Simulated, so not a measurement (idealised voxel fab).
You're looking at the process module voxel released beams.
Each square cell in cross-section cut measures 5 nm, and the section as a whole is 270 nm wide.
Cross-section = grid of square cells, listed top down in bands; band = one or more rows.
Within each band entry, the heights of the top and of the bottom of the band appear first, in that order and in nm; the materials of the band then follow from left to right, each with its corresponding width in nm. The designation "edge to edge" on a single material indicates that it fills the band from edge to edge; the designation "empty" indicates empty space.
Basically, 0 is our baseline, since under it the wafer straight out of the box is all one material. The bottom band has no lower end and keeps on going down, so it looks like "z 0 and below".
Per-row width for "30->40": begins at first number (top row of band), ends at second number (bottom row), increment between rows held constant.
"remained the same" after a step means that no cell of the cross-section changed.
Empty spaces counting at least 8 cells and having no open way to the top are listed in "Trapped void list". The notation width x height at distance is used for each, the distance being from the left edge and all three values in nm.
after a step's settings: what the simulator itself notes on the step
The setting "overlay nm" may be written on the line of a step. When the step uses a mask, the value reports how far to the right of the planned place the mask lay, and a negative value reports that it lay to the left.
### Process steps foreseen in the plan
step 1: RECEIVE with material Si
step 2: CONFORMAL_DEP with material Al2O3, thk nm 10
step 3: DIRECTIONAL_DEP with material SiO2, thk nm 10
step 4: PATTERN with tone open, mask id ANCHOR, material resist, width nm 40, thk nm 20, overlay nm 0
step 5: DIRECTIONAL_ETCH with etch materials SiO2, depth nm 10
step 6: STRIP with etch materials resist
step 7: CONFORMAL_DEP with material SiN, thk nm 15
step 8: DIRECTIONAL_DEP with material aC, thk nm 15
step 9: PATTERN with tone cover, mask id BEAM, material resist, width nm 110, thk nm 35, overlay nm 0
step 10: DIRECTIONAL_ETCH with etch materials aC, depth nm 15
step 11: STRIP with etch materials resist
step 12: DIRECTIONAL_ETCH with etch materials SiN, depth nm 15
step 13: STRIP with etch materials aC
step 14: STRIP with etch materials SiO2
### On the first of the two wafers: run conducted according to plan
### Incoming wafer in cross-section (state: after step 1)
	z 0 and below: Si edge to edge
	Trapped void list: none
### Sectional view: wafer, after step 2
	z 10 to 0: Al2O3 edge to edge
	Everything under 0 stays put, no change at all.
### Sectional view: wafer, after step 3
	z 20 to 10: SiO2 edge to edge
	Everything under 10 stays put, no change at all.
### Sectional view: wafer, after step 4
	z 40 to 20: resist=80, then empty=40, then resist=150
	Everything under 20 stays put, no change at all.
### Sectional view: wafer, after step 5
	z 40 to 20: resist=80, then empty=40, then resist=150
	z 20 to 10: SiO2=80, then empty=40, then SiO2=150
	Everything under 10 stays put, no change at all.
### Sectional view: wafer, after step 6
	z 20 to 10: SiO2=80, then empty=40, then SiO2=150
	Everything under 10 stays put, no change at all.
### Sectional view: wafer, after step 7
	z 35 to 25: SiN=95, then empty=10, then SiN=165
	z 25 to 20: SiN edge to edge
	z 20 to 10: SiO2=80, then SiN=40, then SiO2=150
	Everything under 10 stays put, no change at all.
### Sectional view: wafer, after step 8
	z 50 to 40: aC=95, then empty=10, then aC=165
	z 40 to 35: aC edge to edge
	z 35 to 25: SiN=95, then aC=10, then SiN=165
	Everything under 25 stays put, no change at all.
### Sectional view: wafer, after step 9
	z 85 to 50: empty=75, then resist=110, then empty=85
	z 50 to 40: aC=95, then resist=10, then aC=165
	Everything under 40 stays put, no change at all.
### Sectional view: wafer, after step 10
	z 70 to 50: empty=75, then resist=110, then empty=85
	z 50 to 40: empty=75, then aC=20, then resist=10, then aC=80, then empty=85
	z 40 to 35: empty=75, then aC=110, then empty=85
	Everything under 35 stays put, no change at all.
### Sectional view: wafer, after step 11
	z 50 to 40: empty=75, then aC=20, then empty=10, then aC=80, then empty=85
	Everything under 40 stays put, no change at all.
### Sectional view: wafer, after step 12
	z 50 to 40: empty=75, then aC=20, then empty=10, then aC=80, then empty=85
	z 40 to 35: empty=75, then aC=110, then empty=85
	z 35 to 25: empty=75, then SiN=20, then aC=10, then SiN=80, then empty=85
	z 25 to 20: empty=75, then SiN=110, then empty=85
	Everything under 20 stays put, no change at all.
### Sectional view: wafer, after step 13
	z 35 to 25: empty=75, then SiN=20, then empty=10, then SiN=80, then empty=85
	Everything under 25 stays put, no change at all.
### Sectional view: wafer, after step 14
	z 35 to 25: empty=75, then SiN=20, then empty=10, then SiN=80, then empty=85
	z 25 to 20: empty=75, then SiN=110, then empty=85
	z 20 to 10: empty=80, then SiN=40, then empty=150
	Everything under 10 stays put, no change at all.
### second wafer: like start, like plan, one mistake. Through step 1 it matches the first wafer
### Second wafer profile in section, at the moment step 2 of the plan was meant to be complete
	z 10 to 0: SiO2 edge to edge
	Everything under 0 stays put, no change at all.
### Second wafer profile in section, at the moment step 3 of the plan was meant to be complete
	z 20 to 10: Al2O3 edge to edge
	Everything under 10 stays put, no change at all.
### Second wafer profile in section, at the moment step 4 of the plan was meant to be complete
	z 40 to 20: resist=80, then empty=40, then resist=150
	Everything under 20 stays put, no change at all.
Second wafer profile in section, at the moment step 5 of the plan was meant to be complete: remained the same
### Second wafer profile in section, at the moment step 6 of the plan was meant to be complete
	z 20 to 10: Al2O3 edge to edge
	Everything under 10 stays put, no change at all.
### Second wafer profile in section, at the moment step 7 of the plan was meant to be complete
	z 35 to 20: SiN edge to edge
	Everything under 20 stays put, no change at all.
### Second wafer profile in section, at the moment step 8 of the plan was meant to be complete
	z 50 to 35: aC edge to edge
	Everything under 35 stays put, no change at all.
### Second wafer profile in section, at the moment step 9 of the plan was meant to be complete
	z 85 to 50: empty=75, then resist=110, then empty=85
	Everything under 50 stays put, no change at all.
### Second wafer profile in section, at the moment step 10 of the plan was meant to be complete
	z 70 to 50: empty=75, then resist=110, then empty=85
	z 50 to 35: empty=75, then aC=110, then empty=85
	Everything under 35 stays put, no change at all.
### Second wafer profile in section, at the moment step 11 of the plan was meant to be complete
	z 50 to 35: empty=75, then aC=110, then empty=85
	Everything under 35 stays put, no change at all.
### Second wafer profile in section, at the moment step 12 of the plan was meant to be complete
	z 50 to 35: empty=75, then aC=110, then empty=85
	z 35 to 20: empty=75, then SiN=110, then empty=85
	Everything under 20 stays put, no change at all.
### Second wafer profile in section, at the moment step 13 of the plan was meant to be complete
	z 35 to 20: empty=75, then SiN=110, then empty=85
	Everything under 20 stays put, no change at all.
Second wafer profile in section, at the moment step 14 of the plan was meant to be complete: remained the same
Error vs. plan: steps 2 and 3 swapped
In the final state, the cell counts of the second wafer exceed or fall short of those of the first for the following materials: 12 fewer of SiN | 108 more of SiO2
